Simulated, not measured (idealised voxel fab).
Module name: voxel self aligned vias (process module)
Shown is cross-section cut, with a width of 230 nm and square cells of size 5 nm.
A cross-section is written here as square cells arranged in a grid, and it is given in bands from the top down, each band taking up one or more rows of cells.
Top height, bottom height, nm. Materials left to right, width each, nm. Single material + "everywhere" = fills band edge to edge. "air" = empty.
Ref level 0: as-received wafer is one material below here. Bottom band extends down with no lower bound ("from 0 down").
It should be noted that a width expressed as "30 to 40" varies in equal increments from row to row of cells within the band, taking the value of the first number at the top row and that of the second number at the bottom row.
No cell of the cross-section changed in a step that is given as "nothing changed".
Under "Non-vented voids" you'll find the enclosed gaps, the ones with no way out to the top, that are 8 cells or bigger; each reads width x height at distance, with distance counted from the left edge, everything in nm.
The remark found on a step's line after its settings is issued by the simulator itself and pertains to that step.
"overlay nm" answers the question of how far to the right of plan the mask lay on a step that has a mask, and when it is negative the answer is to the left.
**Planned process steps**
1,op RECEIVE | material Si
2,op CONFORMAL_DEP | material SiO2 | thk nm 10
3,op CONFORMAL_DEP | material SiCN | thk nm 5
4,op DIRECTIONAL_DEP | material SiO2 | thk nm 30
5,op DIRECTIONAL_DEP | material aC | thk nm 15
6,op PATTERN | tone open | mask id LINES | material resist | width nm 25 | pitch nm 55 | thk nm 30 | overlay nm 0
7,op DIRECTIONAL_ETCH | etch materials aC | depth nm 15
8,op STRIP | etch materials resist
9,op DIRECTIONAL_ETCH | etch materials SiO2 | depth nm 30
10,op STRIP | etch materials aC
11,op CONFORMAL_DEP | material TiN | thk nm 5
12,op FILL_DEP | material W | thk nm 5
13,op CMP | height nm 45
14,op SELECTIVE_ETCH | etch materials W Ru TiN | depth nm 10
15,op FILL_DEP | material SiN | thk nm 5
16,op CMP | height nm 45
17,op DIRECTIONAL_DEP | material SiO2 | thk nm 15
18,op DIRECTIONAL_DEP | material aC | thk nm 10
19,op PATTERN | tone open | mask id VIAS | material resist | width nm 35 | pitch nm 55 | thk nm 25 | overlay nm 0
20,op DIRECTIONAL_ETCH | etch materials aC | depth nm 10
21,op STRIP | etch materials resist
22,op DIRECTIONAL_ETCH | etch materials SiO2 | depth nm 15
23,op DIRECTIONAL_ETCH | etch materials SiN | depth nm 10
24,op STRIP | etch materials aC
25,op CONFORMAL_DEP | material TiN | thk nm 5
26,op FILL_DEP | material Ru | thk nm 5
27,op CMP | height nm 60
28,op CONFORMAL_DEP | material SiCN | thk nm 5
**Wafer cross-section on receipt, i.e. after step 1**
* from 0 down = Si everywhere
* Non-vented voids: none
**Same starting wafer, same plan as above, one mistake in the execution; this is the cross-section at the end of the module**
* from 65 to 60 = SiCN everywhere
* from 60 to 50 = 40 SiO2 / 5 TiN / 25 Ru / 5 TiN / 20 SiO2 / 5 TiN / 25 Ru / 5 TiN / 20 SiO2 / 5 TiN / 25 Ru / 5 TiN / 45 SiO2
* from 50 to 45 = 40 SiO2 / 35 TiN / 20 SiO2 / 35 TiN / 20 SiO2 / 35 TiN / 45 SiO2
* from 45 to 40 = SiCN everywhere
* from 40 to 0 = SiO2 everywhere
* from 0 down = Si everywhere
* Non-vented voids: none
The plan and the run diverged here: a sequencing error occurred in which plan steps 3 and 4 were transposed
